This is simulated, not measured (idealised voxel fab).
Proc. module: voxel self aligned vias
This is section cut - it's 290 nm across, gridded in 5 nm square cells.
Cross-sections here: square-cell grids, written as top-down lists of bands, a band being one or more rows of cells.
It is stipulated that each band's entry specify, in nanometres, the height of the top of the band and then that of its bottom, followed by the materials of the band in left-to-right sequence, each together with its width in nanometres. A single material marked by the word "edge to edge" is understood to fill the band from edge to edge; the word "air" is understood to denote empty space.
Basically, 0 is our baseline, since under it the wafer straight out of the box is all one material. The bottom band has no lower end and keeps on going down, so it looks like "top 0, no bottom".
A width such as "30 to 40" changes by the same amount from each row of cells to the next, from the band's top row to its bottom row.
Basically "nothing changed" means that step didn't change any cell in the cross-section.
In "Trapped void list" the enclosed voids are listed, meaning empty spaces of 8 cells or larger without any opening to the top. The form is width x height at distance, distance from the left edge, units nm.
Where a step's line continues beyond its settings, the continuation is a remark by the simulator itself on that step.
A step line may carry the setting "overlay nm", which, for steps involving a mask, states the distance by which the mask lay to the right of its intended position; negative values denote displacement to the left.
So here's the lineup of process steps we planned:
1,RECEIVE with material Si
2,CONFORMAL_DEP with material SiO2, thk nm 15
3,CONFORMAL_DEP with material SiCN, thk nm 5
4,DIRECTIONAL_DEP with material SiO2, thk nm 20
5,PATTERN with tone open, mask id LINES, material resist, width nm 25, pitch nm 55, thk nm 15, overlay nm 0
6,DIRECTIONAL_ETCH with etch materials SiO2, depth nm 20
7,STRIP with etch materials resist
8,CONFORMAL_DEP with material TiN, thk nm 5
9,FILL_DEP with material Ru, thk nm 5
10,CMP with height nm 40
11,SELECTIVE_ETCH with etch materials W Ru TiN, depth nm 10
12,FILL_DEP with material SiN, thk nm 10
13,CMP with height nm 40
14,DIRECTIONAL_DEP with material SiO2, thk nm 15
15,DIRECTIONAL_DEP with material aC, thk nm 15
16,PATTERN with tone open, mask id VIAS, material resist, width nm 35, pitch nm 55, thk nm 35, overlay nm 0
17,DIRECTIONAL_ETCH with etch materials aC, depth nm 15
18,STRIP with etch materials resist
19,DIRECTIONAL_ETCH with etch materials SiO2, depth nm 15
20,DIRECTIONAL_ETCH with etch materials SiN, depth nm 10
21,STRIP with etch materials aC
22,CONFORMAL_DEP with material TiN, thk nm 5
23,FILL_DEP with material Ru, thk nm 5
24,CMP with height nm 55
25,CONFORMAL_DEP with material SiCN, thk nm 5
The cross-section here shows the wafer as received, i.e. in its state after step 1:
  top 0, no bottom = Si edge to edge
  Trapped void list: none
Same starting wafer, same plan as above, one mistake in the execution; this is the cross-section at the end of the module:
  top 60, bottom 55 = SiCN edge to edge
  top 55, bottom 45 = SiO2: 100, TiN: 5, Ru: 25, TiN: 5, SiO2: 20, TiN: 5, Ru: 25, TiN: 5, SiO2: 100
  top 45, bottom 40 = SiO2: 100, TiN: 35, SiO2: 20, TiN: 35, SiO2: 100
  top 40, bottom 30 = SiN: 100, TiN: 5, SiO2: 25, TiN: 5, SiN: 20, TiN: 5, SiO2: 25, TiN: 5, SiN: 100
  top 30, bottom 25 = Ru: 100, TiN: 5, SiO2: 25, TiN: 5, Ru: 20, TiN: 5, SiO2: 25, TiN: 5, Ru: 100
  top 25, bottom 20 = TiN: 105, SiO2: 25, TiN: 30, SiO2: 25, TiN: 105
  top 20, bottom 15 = SiCN edge to edge
  top 15, bottom 0 = SiO2 edge to edge
  top 0, no bottom = Si edge to edge
  Trapped void list: none
Deviation noted in wafer processing: step 5: run off-plan, actual operation and settings PATTERN with tone cover, mask id LINES, material resist, width nm 25, pitch nm 55, thk nm 15, overlay nm 0
